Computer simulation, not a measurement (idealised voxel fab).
Title: Process Module voxel transistor to metal
This is section cut - it's 260 nm across, gridded in 5 nm square cells.
Cross-section spec: square-cell grid; bands listed top down; each band is one or more rows. Within each band entry, the heights of the top and of the bottom of the band appear first, in that order and in nm; the materials of the band then follow from left to right, each with its corresponding width in nm. The designation "all across" on a single material indicates that it fills the band from edge to edge; the designation "blank" indicates empty space. Note: height 0 marks the level under which the wafer is uniformly one material as received. Lowest band unbounded below, written "0..down". Per-row width for "30 to 40": begins at first number (top row of band), ends at second number (bottom row), increment between rows held constant. Reading "nothing got changed" for a step: not a cell of the cross-section changed in it. Look at "Fully closed voids" for the closed voids: empty spaces with no open path to the top, sized 8 cells or up. Each is width x height at distance, distance from the left edge, all nm. Post-settings text on a step line: simulator's own remark regarding the step. A step's line can hold "overlay nm"; with a mask on that step, the setting says how far right of the planned place the mask lay, while a negative setting says it lay to the left.

This section lists the process steps that were planned:
1) RECEIVE (material Si)
2) CONFORMAL_DEP (material SiO2; thk nm 5)
3) CONFORMAL_DEP (material SiN; thk nm 10)
4) DIRECTIONAL_DEP (material aC; thk nm 10)
5) PATTERN (tone cover; mask id ACTIVE; material resist; width nm 100; pitch nm 130; thk nm 30; overlay nm 0)
6) DIRECTIONAL_ETCH (etch materials aC; depth nm 10)
7) STRIP (etch materials resist)
8) DIRECTIONAL_ETCH (etch materials SiN; depth nm 10)
9) DIRECTIONAL_ETCH (etch materials SiO2; depth nm 5)
10) DIRECTIONAL_ETCH (etch materials Si; depth nm 25)
11) STRIP (etch materials aC)
12) OXIDIZE (depth nm 5)
13) FILL_DEP (material SiO2; thk nm 5)
14) CMP (height nm 15)
15) SELECTIVE_ETCH (etch materials SiO2; depth nm 10)
16) STRIP (etch materials SiN)
17) SELECTIVE_ETCH (etch materials SiO2; depth nm 5)
18) OXIDIZE (depth nm 5)
19) DIRECTIONAL_DEP (material polySi; thk nm 30)
20) DIRECTIONAL_DEP (material SiCN; thk nm 15)
21) PATTERN (tone cover; mask id GATE; material resist; width nm 20; pitch nm 130; thk nm 15; overlay nm 0)
22) DIRECTIONAL_ETCH (etch materials SiCN; depth nm 25)
23) DIRECTIONAL_ETCH (etch materials polySi; depth nm 40)
24) STRIP (etch materials resist)
25) CONFORMAL_DEP (material SiO2; thk nm 5)
26) DIRECTIONAL_ETCH (etch materials SiO2; depth nm 5)
27) CONFORMAL_DEP (material SiN; thk nm 10)
28) DIRECTIONAL_ETCH (etch materials SiN; depth nm 10)
29) DIRECTIONAL_ETCH (etch materials SiO2; depth nm 5)
30) DIRECTIONAL_ETCH (etch materials Si; depth nm 15)
31) EPI (material pSi; thk nm 20)
32) FILL_DEP (material SiO2; thk nm 10)
33) CMP (height nm 45)
34) DIRECTIONAL_DEP (material SiO2; thk nm 10)
35) PATTERN (tone open; mask id CONTACT; material resist; width nm 15; pitch nm 65; thk nm 15; overlay nm 0)
36) DIRECTIONAL_ETCH (etch materials SiO2; depth nm 40)
37) STRIP (etch materials resist)
38) CONFORMAL_DEP (material TiN; thk nm 5)
39) FILL_DEP (material Ru; thk nm 5)
40) CMP (height nm 55)
41) CONFORMAL_DEP (material SiCN; thk nm 5)
42) DIRECTIONAL_DEP (material lowk; thk nm 15)
43) DIRECTIONAL_DEP (material aC; thk nm 15)
44) PATTERN (tone open; mask id METAL_1; material resist; width nm 15; pitch nm 65; thk nm 30; overlay nm 0)
45) DIRECTIONAL_ETCH (etch materials aC; depth nm 15)
46) STRIP (etch materials resist)
47) DIRECTIONAL_ETCH (etch materials lowk; depth nm 15)
48) DIRECTIONAL_ETCH (etch materials SiCN; depth nm 5)
49) STRIP (etch materials aC)
50) CONFORMAL_DEP (material TiN; thk nm 5)
51) FILL_DEP (material W; thk nm 10)
52) CMP (height nm 75)
53) EPI (material Ru; thk nm 5)
54) FILL_DEP (material SiCN; thk nm 5)
Be aware that, although all wafers share a common starting state, the thk nm at step 50 differs among them, and the plan displays the first wafer's value.

Cut through the first of several wafers as received, post step 1:
	0..down  Si all across
	Fully closed voids: none

Depicted here is the first of several wafers in cross-section, at module completion following the last step, step 54:
	85..80  SiCN all across
	80..75  SiCN 20 nm | Ru 25 nm | SiCN 40 nm | Ru 25 nm | SiCN 40 nm | Ru 25 nm | SiCN 40 nm | Ru 25 nm | SiCN 20 nm
	75..60  lowk 25 nm | TiN 5 nm | W 5 nm | TiN 5 nm | lowk 50 nm | TiN 5 nm | W 5 nm | TiN 5 nm | lowk 50 nm | TiN 5 nm | W 5 nm | TiN 5 nm | lowk 50 nm | TiN 5 nm | W 5 nm | TiN 5 nm | lowk 25 nm
	60..55  SiCN 25 nm | TiN 15 nm | SiCN 50 nm | TiN 15 nm | SiCN 50 nm | TiN 15 nm | SiCN 50 nm | TiN 15 nm | SiCN 25 nm
	55..45  SiO2 25 nm | TiN 5 nm | Ru 5 nm | TiN 5 nm | SiO2 50 nm | TiN 5 nm | Ru 5 nm | TiN 5 nm | SiO2 50 nm | TiN 5 nm | Ru 5 nm | TiN 5 nm | SiO2 50 nm | TiN 5 nm | Ru 5 nm | TiN 5 nm | SiO2 25 nm
	45..30  SiO2 25 nm | TiN 5 nm | Ru 5 nm | TiN 5 nm | SiN 10 nm | SiO2 5 nm | SiCN 20 nm | SiO2 5 nm | SiN 10 nm | TiN 5 nm | Ru 5 nm | TiN 5 nm | SiO2 50 nm | TiN 5 nm | Ru 5 nm | TiN 5 nm | SiN 10 nm | SiO2 5 nm | SiCN 20 nm | SiO2 5 nm | SiN 10 nm | TiN 5 nm | Ru 5 nm | TiN 5 nm | SiO2 25 nm
	30..20  SiO2 25 nm | TiN 5 nm | Ru 5 nm | TiN 5 nm | SiN 10 nm | SiO2 5 nm | polySi 20 nm | SiO2 5 nm | SiN 10 nm | TiN 5 nm | Ru 5 nm | TiN 5 nm | SiO2 50 nm | TiN 5 nm | Ru 5 nm | TiN 5 nm | SiN 10 nm | SiO2 5 nm | polySi 20 nm | SiO2 5 nm | SiN 10 nm | TiN 5 nm | Ru 5 nm | TiN 5 nm | SiO2 25 nm
	20..15  SiO2 25 nm | TiN 15 nm | SiN 10 nm | SiO2 5 nm | polySi 20 nm | SiO2 5 nm | SiN 10 nm | TiN 15 nm | SiO2 50 nm | TiN 15 nm | SiN 10 nm | SiO2 5 nm | polySi 20 nm | SiO2 5 nm | SiN 10 nm | TiN 15 nm | SiO2 25 nm
	15..0  SiO2 20 nm | pSi 20 nm | SiN 10 nm | SiO2 5 nm | polySi 20 nm | SiO2 5 nm | SiN 10 nm | pSi 20 nm | SiO2 40 nm | pSi 20 nm | SiN 10 nm | SiO2 5 nm | polySi 20 nm | SiO2 5 nm | SiN 10 nm | pSi 20 nm | SiO2 20 nm
	0..-5  SiO2 15 nm | pSi 25 nm | SiO2 50 nm | pSi 25 nm | SiO2 30 nm | pSi 25 nm | SiO2 50 nm | pSi 25 nm | SiO2 15 nm
	-5..-20  SiO2 20 nm | pSi 20 nm | Si 50 nm | pSi 20 nm | SiO2 40 nm | pSi 20 nm | Si 50 nm | pSi 20 nm | SiO2 20 nm
	-20..-30  SiO2 20 nm | Si 90 nm | SiO2 40 nm | Si 90 nm | SiO2 20 nm
	-30..down  Si all across
	Fully closed voids: none

Cross-sectional view, end of module, last wafer of several:
	85..80  SiCN all across
	80..75  SiCN 20 nm | Ru 25 nm | SiCN 40 nm | Ru 25 nm | SiCN 40 nm | Ru 25 nm | SiCN 40 nm | Ru 25 nm | SiCN 20 nm
	75..60  lowk 25 nm | TiN 15 nm | lowk 50 nm | TiN 15 nm | lowk 50 nm | TiN 15 nm | lowk 50 nm | TiN 15 nm | lowk 25 nm
	60..55  SiCN 25 nm | TiN 15 nm | SiCN 50 nm | TiN 15 nm | SiCN 50 nm | TiN 15 nm | SiCN 50 nm | TiN 15 nm | SiCN 25 nm
	55..45  SiO2 25 nm | TiN 5 nm | Ru 5 nm | TiN 5 nm | SiO2 50 nm | TiN 5 nm | Ru 5 nm | TiN 5 nm | SiO2 50 nm | TiN 5 nm | Ru 5 nm | TiN 5 nm | SiO2 50 nm | TiN 5 nm | Ru 5 nm | TiN 5 nm | SiO2 25 nm
	45..30  SiO2 25 nm | TiN 5 nm | Ru 5 nm | TiN 5 nm | SiN 10 nm | SiO2 5 nm | SiCN 20 nm | SiO2 5 nm | SiN 10 nm | TiN 5 nm | Ru 5 nm | TiN 5 nm | SiO2 50 nm | TiN 5 nm | Ru 5 nm | TiN 5 nm | SiN 10 nm | SiO2 5 nm | SiCN 20 nm | SiO2 5 nm | SiN 10 nm | TiN 5 nm | Ru 5 nm | TiN 5 nm | SiO2 25 nm
	30..20  SiO2 25 nm | TiN 5 nm | Ru 5 nm | TiN 5 nm | SiN 10 nm | SiO2 5 nm | polySi 20 nm | SiO2 5 nm | SiN 10 nm | TiN 5 nm | Ru 5 nm | TiN 5 nm | SiO2 50 nm | TiN 5 nm | Ru 5 nm | TiN 5 nm | SiN 10 nm | SiO2 5 nm | polySi 20 nm | SiO2 5 nm | SiN 10 nm | TiN 5 nm | Ru 5 nm | TiN 5 nm | SiO2 25 nm
	20..15  SiO2 25 nm | TiN 15 nm | SiN 10 nm | SiO2 5 nm | polySi 20 nm | SiO2 5 nm | SiN 10 nm | TiN 15 nm | SiO2 50 nm | TiN 15 nm | SiN 10 nm | SiO2 5 nm | polySi 20 nm | SiO2 5 nm | SiN 10 nm | TiN 15 nm | SiO2 25 nm
	15..0  SiO2 20 nm | pSi 20 nm | SiN 10 nm | SiO2 5 nm | polySi 20 nm | SiO2 5 nm | SiN 10 nm | pSi 20 nm | SiO2 40 nm | pSi 20 nm | SiN 10 nm | SiO2 5 nm | polySi 20 nm | SiO2 5 nm | SiN 10 nm | pSi 20 nm | SiO2 20 nm
	0..-5  SiO2 15 nm | pSi 25 nm | SiO2 50 nm | pSi 25 nm | SiO2 30 nm | pSi 25 nm | SiO2 50 nm | pSi 25 nm | SiO2 15 nm
	-5..-20  SiO2 20 nm | pSi 20 nm | Si 50 nm | pSi 20 nm | SiO2 40 nm | pSi 20 nm | Si 50 nm | pSi 20 nm | SiO2 20 nm
	-20..-30  SiO2 20 nm | Si 90 nm | SiO2 40 nm | Si 90 nm | SiO2 20 nm
	-30..down  Si all across
	Fully closed voids: none

For your reference, the table is organized with a row per wafer; each row reflects the wafer at the end of the module, indicating for each material the cells gained (+) or lost (-) since receipt, and thereafter its closed voids:
thk nm 5; +48 Ru; -180 Si; +148 SiCN; +72 SiN; +396 SiO2; +104 TiN; +12 W; +120 lowk; +116 pSi; +48 polySi; Fully closed voids: none
thk nm 10; +48 Ru; -180 Si; +148 SiCN; +72 SiN; +396 SiO2; +116 TiN; +120 lowk; +116 pSi; +48 polySi; Fully closed voids: none
thk nm 15; +48 Ru; -180 Si; +148 SiCN; +72 SiN; +396 SiO2; +116 TiN; +120 lowk; +116 pSi; +48 polySi; Fully closed voids: none
thk nm 20; +48 Ru; -180 Si; +148 SiCN; +72 SiN; +396 SiO2; +116 TiN; +120 lowk; +116 pSi; +48 polySi; Fully closed voids: none
